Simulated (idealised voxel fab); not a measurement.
Process module in this document: voxel gate over fins
FYI the section here is cut, 285 nm wide, cells are 5 nm squares.
A cross-section in this document is a grid of square cells, and it is written down as bands, the top band listed before the ones below it; a band is made up of one or more rows of cells.
For a band, the entry starts with two heights in nm, that of the top and then that of the bottom, and carries on with the band's materials in order from left to right, each alongside its width in nm; the word "everywhere" beside a single material means it fills the band edge to edge, and "empty" means empty space.
The level at which height equals 0 is the one under which the wafer, as it arrives, is entirely one material. No lower edge exists for the bottom band, which continues downward and is notated as in "0 -> down".
With a width like "30->40", each row of cells in the band differs from the next by the same amount, the top row carrying the first number and the bottom row the second.
When a step is marked "stayed the same", none of the cells in the cross-section changed during that step.
Closed-off voids of 8+ cells (no open route to the top) go in "Closed-off voids", written width x height at distance from the left edge, in nm.
Whatever follows a step's settings on its line is a remark the simulator itself makes about that step.
overlay nm: where the mask lay relative to plan, measured to the right, on steps with a mask; negatives go left.
Quick note on how to read the rest: it's all pairs. You get the cross-section before a process step and the one after, but the after one only goes down as far as the lowest band that changed. The step in between, with its settings, sits under the pair. Heads up, the pairs can come from different runs of this module on the same starting wafer, so don't assume a pair picks up from the one above unless its "State before step" entry says it does.

## State before step
0 -> down  Si everywhere
Closed-off voids: none

## State After Step
10 -> 0  SiN everywhere
below 0: unchanged
Closed-off voids: none
Step taken after the before cross-section and before the after cross-section above: CONFORMAL_DEP | material SiN | thk nm 10

State before step: This step starts from the configuration shown after the step in the pair immediately above.

## State After Step
10 -> 0  empty 115 nm  SiN 15 nm  empty 20 nm  SiN 15 nm  empty 120 nm
below 0: unchanged
Closed-off voids: none
Step taken after the before cross-section and before the after cross-section above: MASKED_ETCH | tone cover | mask id FINS | width nm 15 | pitch nm 35 | etch materials SiN | depth nm 10 | overlay nm 0

State before step: This step starts from the configuration shown after the step in the pair immediately above.

## State After Step
10 -> 0  empty 115 nm  SiN 15 nm  empty 20 nm  SiN 15 nm  empty 120 nm
0 -> -30  empty 115 nm  Si 15 nm  empty 20 nm  Si 15 nm  empty 120 nm
below -30: unchanged
Closed-off voids: none
Step taken after the before cross-section and before the after cross-section above: MASKED_ETCH | tone cover | mask id FINS | width nm 15 | pitch nm 35 | etch materials Si | depth nm 30 | overlay nm 0

State before step: This step starts from the configuration shown after the step in the pair immediately above.

## State After Step
10 -> 0  empty 115 nm  SiN 15 nm  empty 20 nm  SiN 15 nm  empty 120 nm
0 -> -30  empty 115 nm  SiO2 5 nm  Si 5 nm  SiO2 5 nm  empty 20 nm  SiO2 5 nm  Si 5 nm  SiO2 5 nm  empty 120 nm
-30 -> -35  SiO2 120 nm  Si 5 nm  SiO2 30 nm  Si 5 nm  SiO2 125 nm
below -35: unchanged
Closed-off voids: none
Step taken after the before cross-section and before the after cross-section above: OXIDIZE | depth nm 5

State before step: This step starts from the configuration shown after the step in the pair immediately above.

## State After Step
25 -> 10  SiO2 everywhere
10 -> 0  SiO2 115 nm  SiN 15 nm  SiO2 20 nm  SiN 15 nm  SiO2 120 nm
0 -> -35  SiO2 120 nm  Si 5 nm  SiO2 30 nm  Si 5 nm  SiO2 125 nm
below -35: unchanged
Closed-off voids: none
Step taken after the before cross-section and before the after cross-section above: FILL_DEP | material SiO2 | thk nm 15

State before step: This step starts from the configuration shown after the step in the pair immediately above.

## State After Step
10 -> 0  SiO2 115 nm  SiN 15 nm  SiO2 20 nm  SiN 15 nm  SiO2 120 nm
below 0: unchanged
Closed-off voids: none
Step taken after the before cross-section and before the after cross-section above: CMP | height nm 10

State before step: This step starts from the configuration shown after the step in the pair immediately above.

## State After Step
10 -> 0  empty 115 nm  SiN 15 nm  empty 20 nm  SiN 15 nm  empty 120 nm
0 -> -15  empty 120 nm  Si 5 nm  empty 30 nm  Si 5 nm  empty 125 nm
below -15: unchanged
Closed-off voids: none
Step taken after the before cross-section and before the after cross-section above: SELECTIVE_ETCH | etch materials SiO2 | depth nm 25

State before step: This step starts from the configuration shown after the step in the pair immediately above.

## State After Step
0 -> -15  empty 120 nm  Si 5 nm  empty 30 nm  Si 5 nm  empty 125 nm
below -15: unchanged
Closed-off voids: none
Step taken after the before cross-section and before the after cross-section above: STRIP | etch materials SiN

State before step: This step starts from the configuration shown after the step in the pair immediately above.

## State After Step
5 -> 0  empty 115 nm  HfO2 15 nm  empty 20 nm  HfO2 15 nm  empty 120 nm
0 -> -10  empty 115 nm  HfO2 5 nm  Si 5 nm  HfO2 5 nm  empty 20 nm  HfO2 5 nm  Si 5 nm  HfO2 5 nm  empty 120 nm
-10 -> -15  HfO2 120 nm  Si 5 nm  HfO2 30 nm  Si 5 nm  HfO2 125 nm
below -15: unchanged
Closed-off voids: none
Step taken after the before cross-section and before the after cross-section above: CONFORMAL_DEP | material HfO2 | thk nm 5

State before step: This step starts from the configuration shown after the step in the pair immediately above.

## State After Step
10 -> 5  empty 110 nm  TiN 25 nm  empty 10 nm  TiN 25 nm  empty 115 nm
5 -> 0  empty 110 nm  TiN 5 nm  HfO2 15 nm  TiN 5 nm  empty 10 nm  TiN 5 nm  HfO2 15 nm  TiN 5 nm  empty 115 nm
0 -> -5  empty 110 nm  TiN 5 nm  HfO2 5 nm  Si 5 nm  HfO2 5 nm  TiN 5 nm  empty 10 nm  TiN 5 nm  HfO2 5 nm  Si 5 nm  HfO2 5 nm  TiN 5 nm  empty 115 nm
-5 -> -10  TiN 115 nm  HfO2 5 nm  Si 5 nm  HfO2 5 nm  TiN 20 nm  HfO2 5 nm  Si 5 nm  HfO2 5 nm  TiN 120 nm
below -10: unchanged
Closed-off voids: none
Step taken after the before cross-section and before the after cross-section above: CONFORMAL_DEP | material TiN | thk nm 5

State before step: This step starts from the configuration shown after the step in the pair immediately above.

## State After Step
15 -> 10  empty 105 nm  TiAl 70 nm  empty 110 nm
10 -> 5  empty 105 nm  TiAl 5 nm  TiN 25 nm  TiAl 10 nm  TiN 25 nm  TiAl 5 nm  empty 110 nm
5 -> 0  empty 105 nm  TiAl 5 nm  TiN 5 nm  HfO2 15 nm  TiN 5 nm  TiAl 10 nm  TiN 5 nm  HfO2 15 nm  TiN 5 nm  TiAl 5 nm  empty 110 nm
0 -> -5  TiAl 110 nm  TiN 5 nm  HfO2 5 nm  Si 5 nm  HfO2 5 nm  TiN 5 nm  TiAl 10 nm  TiN 5 nm  HfO2 5 nm  Si 5 nm  HfO2 5 nm  TiN 5 nm  TiAl 115 nm
below -5: unchanged
Closed-off voids: none
Step taken after the before cross-section and before the after cross-section above: CONFORMAL_DEP | material TiAl | thk nm 5

State before step: This step starts from the configuration shown after the step in the pair immediately above.

## State After Step
20 -> 15  empty 100 nm  TiN 80 nm  empty 105 nm
15 -> 10  empty 100 nm  TiN 5 nm  TiAl 70 nm  TiN 5 nm  empty 105 nm
10 -> 5  empty 100 nm  TiN 5 nm  TiAl 5 nm  TiN 25 nm  TiAl 10 nm  TiN 25 nm  TiAl 5 nm  TiN 5 nm  empty 105 nm
5 -> 0  TiN 105 nm  TiAl 5 nm  TiN 5 nm  HfO2 15 nm  TiN 5 nm  TiAl 10 nm  TiN 5 nm  HfO2 15 nm  TiN 5 nm  TiAl 5 nm  TiN 110 nm
below 0: unchanged
Closed-off voids: none
Step taken after the before cross-section and before the after cross-section above: CONFORMAL_DEP | material TiN | thk nm 5

State before step: This step starts from the configuration shown after the step in the pair immediately above.

## State After Step
30 -> 20  W everywhere
20 -> 15  W 100 nm  TiN 80 nm  W 105 nm
15 -> 10  W 100 nm  TiN 5 nm  TiAl 70 nm  TiN 5 nm  W 105 nm
10 -> 5  W 100 nm  TiN 5 nm  TiAl 5 nm  TiN 25 nm  TiAl 10 nm  TiN 25 nm  TiAl 5 nm  TiN 5 nm  W 105 nm
below 5: unchanged
Closed-off voids: none
Step taken after the before cross-section and before the after cross-section above: FILL_DEP | material W | thk nm 10

State before step: This step starts from the configuration shown after the step in the pair immediately above.

## State After Step
25 -> 20  W everywhere
below 20: unchanged
Closed-off voids: none
Step taken after the before cross-section and before the after cross-section above: CMP | height nm 25

State before step: This step starts from the configuration shown after the step in the pair immediately above.

## State After Step
30 -> 25  SiN everywhere
below 25: unchanged
Closed-off voids: none
Step taken after the before cross-section and before the after cross-section above: CONFORMAL_DEP | material SiN | thk nm 5

## State before step
0 -> -15  empty 120 nm  Si 5 nm  empty 30 nm  Si 5 nm  empty 125 nm
-15 -> -35  SiO2 120 nm  Si 5 nm  SiO2 30 nm  Si 5 nm  SiO2 125 nm
-35 -> down  Si everywhere
Closed-off voids: none

## State After Step
5 -> 0  empty 115 nm  TiN 15 nm  empty 20 nm  TiN 15 nm  empty 120 nm
0 -> -10  empty 115 nm  TiN 5 nm  Si 5 nm  TiN 5 nm  empty 20 nm  TiN 5 nm  Si 5 nm  TiN 5 nm  empty 120 nm
-10 -> -15  TiN 120 nm  Si 5 nm  TiN 30 nm  Si 5 nm  TiN 125 nm
below -15: unchanged
Closed-off voids: none
Step taken after the before cross-section and before the after cross-section above: CONFORMAL_DEP | material TiN | thk nm 5

State before step: This step starts from the configuration shown after the step in the pair immediately above.

## State After Step
10 -> 5  empty 110 nm  TiAl 25 nm  empty 10 nm  TiAl 25 nm  empty 115 nm
5 -> 0  empty 110 nm  TiAl 5 nm  TiN 15 nm  TiAl 5 nm  empty 10 nm  TiAl 5 nm  TiN 15 nm  TiAl 5 nm  empty 115 nm
0 -> -5  empty 110 nm  TiAl 5 nm  TiN 5 nm  Si 5 nm  TiN 5 nm  TiAl 5 nm  empty 10 nm  TiAl 5 nm  TiN 5 nm  Si 5 nm  TiN 5 nm  TiAl 5 nm  empty 115 nm
-5 -> -10  TiAl 115 nm  TiN 5 nm  Si 5 nm  TiN 5 nm  TiAl 20 nm  TiN 5 nm  Si 5 nm  TiN 5 nm  TiAl 120 nm
below -10: unchanged
Closed-off voids: none
Step taken after the before cross-section and before the after cross-section above: CONFORMAL_DEP | material TiAl | thk nm 5

State before step: This step starts from the configuration shown after the step in the pair immediately above.

## State After Step
15 -> 10  empty 105 nm  TiN 70 nm  empty 110 nm
10 -> 5  empty 105 nm  TiN 5 nm  TiAl 25 nm  TiN 10 nm  TiAl 25 nm  TiN 5 nm  empty 110 nm
5 -> 0  empty 105 nm  TiN 5 nm  TiAl 5 nm  TiN 15 nm  TiAl 5 nm  TiN 10 nm  TiAl 5 nm  TiN 15 nm  TiAl 5 nm  TiN 5 nm  empty 110 nm
0 -> -5  TiN 110 nm  TiAl 5 nm  TiN 5 nm  Si 5 nm  TiN 5 nm  TiAl 5 nm  TiN 10 nm  TiAl 5 nm  TiN 5 nm  Si 5 nm  TiN 5 nm  TiAl 5 nm  TiN 115 nm
below -5: unchanged
Closed-off voids: none
Step taken after the before cross-section and before the after cross-section above: CONFORMAL_DEP | material TiN | thk nm 5

State before step: This step starts from the configuration shown after the step in the pair immediately above.

## State After Step
25 -> 15  W everywhere
15 -> 10  W 105 nm  TiN 70 nm  W 110 nm
10 -> 5  W 105 nm  TiN 5 nm  TiAl 25 nm  TiN 10 nm  TiAl 25 nm  TiN 5 nm  W 110 nm
5 -> 0  W 105 nm  TiN 5 nm  TiAl 5 nm  TiN 15 nm  TiAl 5 nm  TiN 10 nm  TiAl 5 nm  TiN 15 nm  TiAl 5 nm  TiN 5 nm  W 110 nm
below 0: unchanged
Closed-off voids: none
Step taken after the before cross-section and before the after cross-section above: FILL_DEP | material W | thk nm 10

State before step: This step starts from the configuration shown after the step in the pair immediately above.

## State After Step
30 -> 25  SiN everywhere
below 25: unchanged
Closed-off voids: none
Step taken after the before cross-section and before the after cross-section above: CONFORMAL_DEP | material SiN | thk nm 5

## State before step
10 -> 0  empty 115 nm  SiN 15 nm  empty 20 nm  SiN 15 nm  empty 120 nm
0 -> -30  empty 115 nm  Si 15 nm  empty 20 nm  Si 15 nm  empty 120 nm
-30 -> down  Si everywhere
Closed-off voids: none

## State After Step
10 -> 0  empty 115 nm  SiN 15 nm  empty 20 nm  SiN 15 nm  empty 120 nm
0 -> -60  empty 115 nm  Si 15 nm  empty 20 nm  Si 15 nm  empty 120 nm
below -60: unchanged
Closed-off voids: none
Step taken after the before cross-section and before the after cross-section above: MASKED_ETCH | tone cover | mask id FINS | width nm 15 | pitch nm 35 | etch materials Si | depth nm 30 | overlay nm 0

State before step: This step starts from the configuration shown after the step in the pair immediately above.

## State After Step
10 -> 0  empty 115 nm  SiN 15 nm  empty 20 nm  SiN 15 nm  empty 120 nm
0 -> -60  empty 115 nm  SiO2 5 nm  Si 5 nm  SiO2 5 nm  empty 20 nm  SiO2 5 nm  Si 5 nm  SiO2 5 nm  empty 120 nm
-60 -> -65  SiO2 120 nm  Si 5 nm  SiO2 30 nm  Si 5 nm  SiO2 125 nm
below -65: unchanged
Closed-off voids: none
Step taken after the before cross-section and before the after cross-section above: OXIDIZE | depth nm 5

State before step: This step starts from the configuration shown after the step in the pair immediately above.

## State After Step
25 -> 10  SiO2 everywhere
10 -> 0  SiO2 115 nm  SiN 15 nm  SiO2 20 nm  SiN 15 nm  SiO2 120 nm
0 -> -65  SiO2 120 nm  Si 5 nm  SiO2 30 nm  Si 5 nm  SiO2 125 nm
below -65: unchanged
Closed-off voids: none
Step taken after the before cross-section and before the after cross-section above: FILL_DEP | material SiO2 | thk nm 15

State before step: This step starts from the configuration shown after the step in the pair immediately above.

## State After Step
10 -> 0  SiO2 115 nm  SiN 15 nm  SiO2 20 nm  SiN 15 nm  SiO2 120 nm
below 0: unchanged
Closed-off voids: none
Step taken after the before cross-section and before the after cross-section above: CMP | height nm 10

State before step: This step starts from the configuration shown after the step in the pair immediately above.

## State After Step
10 -> 0  empty 115 nm  SiN 15 nm  empty 20 nm  SiN 15 nm  empty 120 nm
0 -> -15  empty 120 nm  Si 5 nm  empty 30 nm  Si 5 nm  empty 125 nm
below -15: unchanged
Closed-off voids: none
Step taken after the before cross-section and before the after cross-section above: SELECTIVE_ETCH | etch materials SiO2 | depth nm 25

State before step: This step starts from the configuration shown after the step in the pair immediately above.

## State After Step
0 -> -15  empty 120 nm  Si 5 nm  empty 30 nm  Si 5 nm  empty 125 nm
below -15: unchanged
Closed-off voids: none
Step taken after the before cross-section and before the after cross-section above: STRIP | etch materials SiN

State before step: This step starts from the configuration shown after the step in the pair immediately above.

## State After Step
5 -> 0  empty 115 nm  HfO2 15 nm  empty 20 nm  HfO2 15 nm  empty 120 nm
0 -> -10  empty 115 nm  HfO2 5 nm  Si 5 nm  HfO2 5 nm  empty 20 nm  HfO2 5 nm  Si 5 nm  HfO2 5 nm  empty 120 nm
-10 -> -15  HfO2 120 nm  Si 5 nm  HfO2 30 nm  Si 5 nm  HfO2 125 nm
below -15: unchanged
Closed-off voids: none
Step taken after the before cross-section and before the after cross-section above: CONFORMAL_DEP | material HfO2 | thk nm 5

State before step: This step starts from the configuration shown after the step in the pair immediately above.

## State After Step
10 -> 5  empty 110 nm  TiN 25 nm  empty 10 nm  TiN 25 nm  empty 115 nm
5 -> 0  empty 110 nm  TiN 5 nm  HfO2 15 nm  TiN 5 nm  empty 10 nm  TiN 5 nm  HfO2 15 nm  TiN 5 nm  empty 115 nm
0 -> -5  empty 110 nm  TiN 5 nm  HfO2 5 nm  Si 5 nm  HfO2 5 nm  TiN 5 nm  empty 10 nm  TiN 5 nm  HfO2 5 nm  Si 5 nm  HfO2 5 nm  TiN 5 nm  empty 115 nm
-5 -> -10  TiN 115 nm  HfO2 5 nm  Si 5 nm  HfO2 5 nm  TiN 20 nm  HfO2 5 nm  Si 5 nm  HfO2 5 nm  TiN 120 nm
below -10: unchanged
Closed-off voids: none
Step taken after the before cross-section and before the after cross-section above: CONFORMAL_DEP | material TiN | thk nm 5

State before step: This step starts from the configuration shown after the step in the pair immediately above.

## State After Step
15 -> 10  empty 105 nm  TiAl 70 nm  empty 110 nm
10 -> 5  empty 105 nm  TiAl 5 nm  TiN 25 nm  TiAl 10 nm  TiN 25 nm  TiAl 5 nm  empty 110 nm
5 -> 0  empty 105 nm  TiAl 5 nm  TiN 5 nm  HfO2 15 nm  TiN 5 nm  TiAl 10 nm  TiN 5 nm  HfO2 15 nm  TiN 5 nm  TiAl 5 nm  empty 110 nm
0 -> -5  TiAl 110 nm  TiN 5 nm  HfO2 5 nm  Si 5 nm  HfO2 5 nm  TiN 5 nm  TiAl 10 nm  TiN 5 nm  HfO2 5 nm  Si 5 nm  HfO2 5 nm  TiN 5 nm  TiAl 115 nm
below -5: unchanged
Closed-off voids: none
Step taken after the before cross-section and before the after cross-section above: CONFORMAL_DEP | material TiAl | thk nm 5

State before step: This step starts from the configuration shown after the step in the pair immediately above.

## State After Step
20 -> 15  empty 100 nm  TiN 80 nm  empty 105 nm
15 -> 10  empty 100 nm  TiN 5 nm  TiAl 70 nm  TiN 5 nm  empty 105 nm
10 -> 5  empty 100 nm  TiN 5 nm  TiAl 5 nm  TiN 25 nm  TiAl 10 nm  TiN 25 nm  TiAl 5 nm  TiN 5 nm  empty 105 nm
5 -> 0  TiN 105 nm  TiAl 5 nm  TiN 5 nm  HfO2 15 nm  TiN 5 nm  TiAl 10 nm  TiN 5 nm  HfO2 15 nm  TiN 5 nm  TiAl 5 nm  TiN 110 nm
below 0: unchanged
Closed-off voids: none
Step taken after the before cross-section and before the after cross-section above: CONFORMAL_DEP | material TiN | thk nm 5

State before step: This step starts from the configuration shown after the step in the pair immediately above.

## State After Step
30 -> 20  W everywhere
20 -> 15  W 100 nm  TiN 80 nm  W 105 nm
15 -> 10  W 100 nm  TiN 5 nm  TiAl 70 nm  TiN 5 nm  W 105 nm
10 -> 5  W 100 nm  TiN 5 nm  TiAl 5 nm  TiN 25 nm  TiAl 10 nm  TiN 25 nm  TiAl 5 nm  TiN 5 nm  W 105 nm
below 5: unchanged
Closed-off voids: none
Step taken after the before cross-section and before the after cross-section above: FILL_DEP | material W | thk nm 10

State before step: This step starts from the configuration shown after the step in the pair immediately above.

## State After Step
25 -> 20  W everywhere
below 20: unchanged
Closed-off voids: none
Step taken after the before cross-section and before the after cross-section above: CMP | height nm 25

State before step: This step starts from the configuration shown after the step in the pair immediately above.

## State After Step
30 -> 25  SiN everywhere
below 25: unchanged
Closed-off voids: none
Step taken after the before cross-section and before the after cross-section above: CONFORMAL_DEP | material SiN | thk nm 5

## State before step
10 -> 5  empty 110 nm  TiN 25 nm  empty 10 nm  TiN 25 nm  empty 115 nm
5 -> 0  empty 110 nm  TiN 5 nm  HfO2 15 nm  TiN 5 nm  empty 10 nm  TiN 5 nm  HfO2 15 nm  TiN 5 nm  empty 115 nm
0 -> -5  empty 110 nm  TiN 5 nm  HfO2 5 nm  Si 5 nm  HfO2 5 nm  TiN 5 nm  empty 10 nm  TiN 5 nm  HfO2 5 nm  Si 5 nm  HfO2 5 nm  TiN 5 nm  empty 115 nm
-5 -> -10  TiN 115 nm  HfO2 5 nm  Si 5 nm  HfO2 5 nm  TiN 20 nm  HfO2 5 nm  Si 5 nm  HfO2 5 nm  TiN 120 nm
-10 -> -15  HfO2 120 nm  Si 5 nm  HfO2 30 nm  Si 5 nm  HfO2 125 nm
-15 -> -35  SiO2 120 nm  Si 5 nm  SiO2 30 nm  Si 5 nm  SiO2 125 nm
-35 -> down  Si everywhere
Closed-off voids: none

## State After Step
15 -> 5  empty 105 nm  TiN 70 nm  empty 110 nm
5 -> 0  empty 105 nm  TiN 10 nm  HfO2 15 nm  TiN 20 nm  HfO2 15 nm  TiN 10 nm  empty 110 nm
0 -> -10  TiN 115 nm  HfO2 5 nm  Si 5 nm  HfO2 5 nm  TiN 20 nm  HfO2 5 nm  Si 5 nm  HfO2 5 nm  TiN 120 nm
below -10: unchanged
Closed-off voids: none
Step taken after the before cross-section and before the after cross-section above: CONFORMAL_DEP | material TiN | thk nm 5

State before step: This step starts from the configuration shown after the step in the pair immediately above.

## State After Step
20 -> 15  empty 100 nm  TiAl 80 nm  empty 105 nm
15 -> 5  empty 100 nm  TiAl 5 nm  TiN 70 nm  TiAl 5 nm  empty 105 nm
5 -> 0  TiAl 105 nm  TiN 10 nm  HfO2 15 nm  TiN 20 nm  HfO2 15 nm  TiN 10 nm  TiAl 110 nm
below 0: unchanged
Closed-off voids: none
Step taken after the before cross-section and before the after cross-section above: CONFORMAL_DEP | material TiAl | thk nm 5

State before step: This step starts from the configuration shown after the step in the pair immediately above.

## State After Step
30 -> 20  W everywhere
20 -> 15  W 100 nm  TiAl 80 nm  W 105 nm
15 -> 5  W 100 nm  TiAl 5 nm  TiN 70 nm  TiAl 5 nm  W 105 nm
below 5: unchanged
Closed-off voids: none
Step taken after the before cross-section and before the after cross-section above: FILL_DEP | material W | thk nm 10

State before step: This step starts from the configuration shown after the step in the pair immediately above.

## State After Step
25 -> 20  W everywhere
below 20: unchanged
Closed-off voids: none
Step taken after the before cross-section and before the after cross-section above: CMP | height nm 25

State before step: This step starts from the configuration shown after the step in the pair immediately above.

## State After Step
30 -> 25  SiN everywhere
below 25: unchanged
Closed-off voids: none
Step taken after the before cross-section and before the after cross-section above: CONFORMAL_DEP | material SiN | thk nm 5

## State before step
10 -> 0  empty 115 nm  SiN 15 nm  empty 20 nm  SiN 15 nm  empty 120 nm
0 -> down  Si everywhere
Closed-off voids: none

## State After Step
10 -> 0  empty 115 nm  SiN 15 nm  empty 20 nm  SiN 15 nm  empty 120 nm
0 -> -25  empty 115 nm  Si 15 nm  empty 20 nm  Si 15 nm  empty 120 nm
below -25: unchanged
Closed-off voids: none
Step taken after the before cross-section and before the after cross-section above: MASKED_ETCH | tone cover | mask id FINS | width nm 15 | pitch nm 35 | etch materials Si | depth nm 25 | overlay nm 0

State before step: This step starts from the configuration shown after the step in the pair immediately above.

## State After Step
10 -> 0  empty 115 nm  SiN 15 nm  empty 20 nm  SiN 15 nm  empty 120 nm
0 -> -25  empty 115 nm  SiO2 5 nm  Si 5 nm  SiO2 5 nm  empty 20 nm  SiO2 5 nm  Si 5 nm  SiO2 5 nm  empty 120 nm
-25 -> -30  SiO2 120 nm  Si 5 nm  SiO2 30 nm  Si 5 nm  SiO2 125 nm
below -30: unchanged
Closed-off voids: none
Step taken after the before cross-section and before the after cross-section above: OXIDIZE | depth nm 5

State before step: This step starts from the configuration shown after the step in the pair immediately above.

## State After Step
25 -> 10  SiO2 everywhere
10 -> 0  SiO2 115 nm  SiN 15 nm  SiO2 20 nm  SiN 15 nm  SiO2 120 nm
0 -> -30  SiO2 120 nm  Si 5 nm  SiO2 30 nm  Si 5 nm  SiO2 125 nm
below -30: unchanged
Closed-off voids: none
Step taken after the before cross-section and before the after cross-section above: FILL_DEP | material SiO2 | thk nm 15

State before step: This step starts from the configuration shown after the step in the pair immediately above.

## State After Step
10 -> 0  SiO2 115 nm  SiN 15 nm  SiO2 20 nm  SiN 15 nm  SiO2 120 nm
below 0: unchanged
Closed-off voids: none
Step taken after the before cross-section and before the after cross-section above: CMP | height nm 10

State before step: This step starts from the configuration shown after the step in the pair immediately above.

## State After Step
10 -> 0  empty 115 nm  SiN 15 nm  empty 20 nm  SiN 15 nm  empty 120 nm
0 -> -15  empty 120 nm  Si 5 nm  empty 30 nm  Si 5 nm  empty 125 nm
below -15: unchanged
Closed-off voids: none
Step taken after the before cross-section and before the after cross-section above: SELECTIVE_ETCH | etch materials SiO2 | depth nm 25

State before step: This step starts from the configuration shown after the step in the pair immediately above.

## State After Step
0 -> -15  empty 120 nm  Si 5 nm  empty 30 nm  Si 5 nm  empty 125 nm
below -15: unchanged
Closed-off voids: none
Step taken after the before cross-section and before the after cross-section above: STRIP | etch materials SiN

State before step: This step starts from the configuration shown after the step in the pair immediately above.

## State After Step
5 -> 0  empty 115 nm  HfO2 15 nm  empty 20 nm  HfO2 15 nm  empty 120 nm
0 -> -10  empty 115 nm  HfO2 5 nm  Si 5 nm  HfO2 5 nm  empty 20 nm  HfO2 5 nm  Si 5 nm  HfO2 5 nm  empty 120 nm
-10 -> -15  HfO2 120 nm  Si 5 nm  HfO2 30 nm  Si 5 nm  HfO2 125 nm
below -15: unchanged
Closed-off voids: none
Step taken after the before cross-section and before the after cross-section above: CONFORMAL_DEP | material HfO2 | thk nm 5

State before step: This step starts from the configuration shown after the step in the pair immediately above.

## State After Step
10 -> 5  empty 110 nm  TiN 25 nm  empty 10 nm  TiN 25 nm  empty 115 nm
5 -> 0  empty 110 nm  TiN 5 nm  HfO2 15 nm  TiN 5 nm  empty 10 nm  TiN 5 nm  HfO2 15 nm  TiN 5 nm  empty 115 nm
0 -> -5  empty 110 nm  TiN 5 nm  HfO2 5 nm  Si 5 nm  HfO2 5 nm  TiN 5 nm  empty 10 nm  TiN 5 nm  HfO2 5 nm  Si 5 nm  HfO2 5 nm  TiN 5 nm  empty 115 nm
-5 -> -10  TiN 115 nm  HfO2 5 nm  Si 5 nm  HfO2 5 nm  TiN 20 nm  HfO2 5 nm  Si 5 nm  HfO2 5 nm  TiN 120 nm
below -10: unchanged
Closed-off voids: none
Step taken after the before cross-section and before the after cross-section above: CONFORMAL_DEP | material TiN | thk nm 5

State before step: This step starts from the configuration shown after the step in the pair immediately above.

## State After Step
15 -> 10  empty 105 nm  TiAl 70 nm  empty 110 nm
10 -> 5  empty 105 nm  TiAl 5 nm  TiN 25 nm  TiAl 10 nm  TiN 25 nm  TiAl 5 nm  empty 110 nm
5 -> 0  empty 105 nm  TiAl 5 nm  TiN 5 nm  HfO2 15 nm  TiN 5 nm  TiAl 10 nm  TiN 5 nm  HfO2 15 nm  TiN 5 nm  TiAl 5 nm  empty 110 nm
0 -> -5  TiAl 110 nm  TiN 5 nm  HfO2 5 nm  Si 5 nm  HfO2 5 nm  TiN 5 nm  TiAl 10 nm  TiN 5 nm  HfO2 5 nm  Si 5 nm  HfO2 5 nm  TiN 5 nm  TiAl 115 nm
below -5: unchanged
Closed-off voids: none
Step taken after the before cross-section and before the after cross-section above: CONFORMAL_DEP | material TiAl | thk nm 5

State before step: This step starts from the configuration shown after the step in the pair immediately above.

## State After Step
20 -> 15  empty 100 nm  TiN 80 nm  empty 105 nm
15 -> 10  empty 100 nm  TiN 5 nm  TiAl 70 nm  TiN 5 nm  empty 105 nm
10 -> 5  empty 100 nm  TiN 5 nm  TiAl 5 nm  TiN 25 nm  TiAl 10 nm  TiN 25 nm  TiAl 5 nm  TiN 5 nm  empty 105 nm
5 -> 0  TiN 105 nm  TiAl 5 nm  TiN 5 nm  HfO2 15 nm  TiN 5 nm  TiAl 10 nm  TiN 5 nm  HfO2 15 nm  TiN 5 nm  TiAl 5 nm  TiN 110 nm
below 0: unchanged
Closed-off voids: none
Step taken after the before cross-section and before the after cross-section above: CONFORMAL_DEP | material TiN | thk nm 5

State before step: This step starts from the configuration shown after the step in the pair immediately above.

## State After Step
30 -> 20  W everywhere
20 -> 15  W 100 nm  TiN 80 nm  W 105 nm
15 -> 10  W 100 nm  TiN 5 nm  TiAl 70 nm  TiN 5 nm  W 105 nm
10 -> 5  W 100 nm  TiN 5 nm  TiAl 5 nm  TiN 25 nm  TiAl 10 nm  TiN 25 nm  TiAl 5 nm  TiN 5 nm  W 105 nm
below 5: unchanged
Closed-off voids: none
Step taken after the before cross-section and before the after cross-section above: FILL_DEP | material W | thk nm 10

State before step: This step starts from the configuration shown after the step in the pair immediately above.

## State After Step
25 -> 20  W everywhere
below 20: unchanged
Closed-off voids: none
Step taken after the before cross-section and before the after cross-section above: CMP | height nm 25

State before step: This step starts from the configuration shown after the step in the pair immediately above.

## State After Step
30 -> 25  SiN everywhere
below 25: unchanged
Closed-off voids: none
Step taken after the before cross-section and before the after cross-section above: CONFORMAL_DEP | material SiN | thk nm 5

## State before step
10 -> 0  SiN everywhere
0 -> down  Si everywhere
Closed-off voids: none

## State After Step
10 -> 0  empty 115 nm  SiN 20 nm  empty 15 nm  SiN 20 nm  empty 115 nm
below 0: unchanged
Closed-off voids: none
Step taken after the before cross-section and before the after cross-section above: MASKED_ETCH | tone cover | mask id FINS | width nm 20 | pitch nm 35 | etch materials SiN | depth nm 10 | overlay nm 0

State before step: This step starts from the configuration shown after the step in the pair immediately above.

## State After Step
10 -> 0  empty 115 nm  SiN 20 nm  empty 15 nm  SiN 20 nm  empty 115 nm
0 -> -30  empty 115 nm  Si 20 nm  empty 15 nm  Si 20 nm  empty 115 nm
below -30: unchanged
Closed-off voids: none
Step taken after the before cross-section and before the after cross-section above: MASKED_ETCH | tone cover | mask id FINS | width nm 15 | pitch nm 35 | etch materials Si | depth nm 30 | overlay nm 0

State before step: This step starts from the configuration shown after the step in the pair immediately above.

## State After Step
10 -> 0  empty 115 nm  SiN 20 nm  empty 15 nm  SiN 20 nm  empty 115 nm
0 -> -30  empty 115 nm  SiO2 5 nm  Si 10 nm  SiO2 5 nm  empty 15 nm  SiO2 5 nm  Si 10 nm  SiO2 5 nm  empty 115 nm
-30 -> -35  SiO2 120 nm  Si 10 nm  SiO2 25 nm  Si 10 nm  SiO2 120 nm
below -35: unchanged
Closed-off voids: none
Step taken after the before cross-section and before the after cross-section above: OXIDIZE | depth nm 5

State before step: This step starts from the configuration shown after the step in the pair immediately above.

## State After Step
25 -> 10  SiO2 everywhere
10 -> 0  SiO2 115 nm  SiN 20 nm  SiO2 15 nm  SiN 20 nm  SiO2 115 nm
0 -> -35  SiO2 120 nm  Si 10 nm  SiO2 25 nm  Si 10 nm  SiO2 120 nm
below -35: unchanged
Closed-off voids: none
Step taken after the before cross-section and before the after cross-section above: FILL_DEP | material SiO2 | thk nm 15

State before step: This step starts from the configuration shown after the step in the pair immediately above.

## State After Step
10 -> 0  SiO2 115 nm  SiN 20 nm  SiO2 15 nm  SiN 20 nm  SiO2 115 nm
below 0: unchanged
Closed-off voids: none
Step taken after the before cross-section and before the after cross-section above: CMP | height nm 10

State before step: This step starts from the configuration shown after the step in the pair immediately above.

## State After Step
10 -> 0  empty 115 nm  SiN 20 nm  empty 15 nm  SiN 20 nm  empty 115 nm
0 -> -15  empty 120 nm  Si 10 nm  empty 25 nm  Si 10 nm  empty 120 nm
below -15: unchanged
Closed-off voids: none
Step taken after the before cross-section and before the after cross-section above: SELECTIVE_ETCH | etch materials SiO2 | depth nm 25
